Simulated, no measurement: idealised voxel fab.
The process module presented herein is designated voxel tone inversion.
Shown is cross-section cut, with a width of 200 nm and square cells of size 5 nm.
How to read a cross-section here: the picture is a grid of square cells, written as bands going from the top down, and any band can span one or more rows of cells.
The band entry comprises the height of the band's top followed by the height of its bottom, expressed in nm, and subsequently the band's materials from left to right, each stated together with its width in nm. Where a single material is marked with the word "edge to edge", that material fills the band from edge to edge. The word "blank" represents empty space.
Where do heights start? At 0: under that level the wafer as delivered is made of one material only. And the lowest band has no floor; it just carries on downward, as in "top 0, no bottom".
You'd read "30..40" like this: the band's top row of cells is as wide as the first number, its bottom row is as wide as the second, and going down, every row changes width by the same amount as the row before did.
Given "no alteration" for a step, no cell of the cross-section differs between before and after that step.
So "Enclosed void list" is basically the list of trapped voids: any empty space of 8 cells or more that can't reach the top through an opening. They're written width x height at distance, the distance being from the left edge, and it's all nm.
On a step's line, text after the settings is the simulator commenting on that step.
overlay nm: step with mask; distance mask lay right of planned place; negative value = left of planned place.

### This section lists the process steps that were planned
1. RECEIVE | material Si
2. CONFORMAL_DEP | material SiN | thk nm 10
3. DIRECTIONAL_DEP | material polySi | thk nm 15
4. PATTERN | tone cover | mask id POSTS | material resist | width nm 15 | pitch nm 35 | thk nm 25 | overlay nm 0
5. DIRECTIONAL_ETCH | etch materials polySi | depth nm 15
6. STRIP | etch materials resist
7. FILL_DEP | material SiO2 | thk nm 10
8. CMP | height nm 25
9. STRIP | etch materials polySi
10. CONFORMAL_DEP | material TiN | thk nm 5
11. FILL_DEP | material Ru | thk nm 10
12. CMP | height nm 25
13. CONFORMAL_DEP | material SiN | thk nm 5

### Cross-section: wafer on arrival = after step 1
* top 0, no bottom: Si edge to edge
* Enclosed void list: none

### First wafer of two, sectioned at end of module; run went per plan
* top 30, bottom 25: SiN edge to edge
* top 25, bottom 15: 55 nm SiO2; 5 nm TiN; 5 nm Ru; 5 nm TiN; 20 nm SiO2; 5 nm TiN; 5 nm Ru; 5 nm TiN; 20 nm SiO2; 5 nm TiN; 5 nm Ru; 5 nm TiN; 60 nm SiO2
* top 15, bottom 10: 55 nm SiO2; 15 nm TiN; 20 nm SiO2; 15 nm TiN; 20 nm SiO2; 15 nm TiN; 60 nm SiO2
* top 10, bottom 0: SiN edge to edge
* top 0, no bottom: Si edge to edge
* Enclosed void list: none

### Here's the second of our two wafers sectioned at module end. Same start as the first, same plan, but one mistake got made running it
* top 30, bottom 25: SiO2 edge to edge
* top 25, bottom 15: 55 nm SiO2; 5 nm TiN; 5 nm Ru; 5 nm TiN; 20 nm SiO2; 5 nm TiN; 5 nm Ru; 5 nm TiN; 20 nm SiO2; 5 nm TiN; 5 nm Ru; 5 nm TiN; 60 nm SiO2
* top 15, bottom 10: 55 nm SiO2; 15 nm TiN; 20 nm SiO2; 15 nm TiN; 20 nm SiO2; 15 nm TiN; 60 nm SiO2
* top 10, bottom 0: SiN edge to edge
* top 0, no bottom: Si edge to edge
* Enclosed void list: none
Misprocessing identified: step 13 was run on a setting that differed from the plan, and what really ran there is CONFORMAL_DEP | material SiO2 | thk nm 5
Counted in cells at the end, the second wafer holds more or fewer of these materials than the first: 40 fewer of SiN | 40 more of SiO2
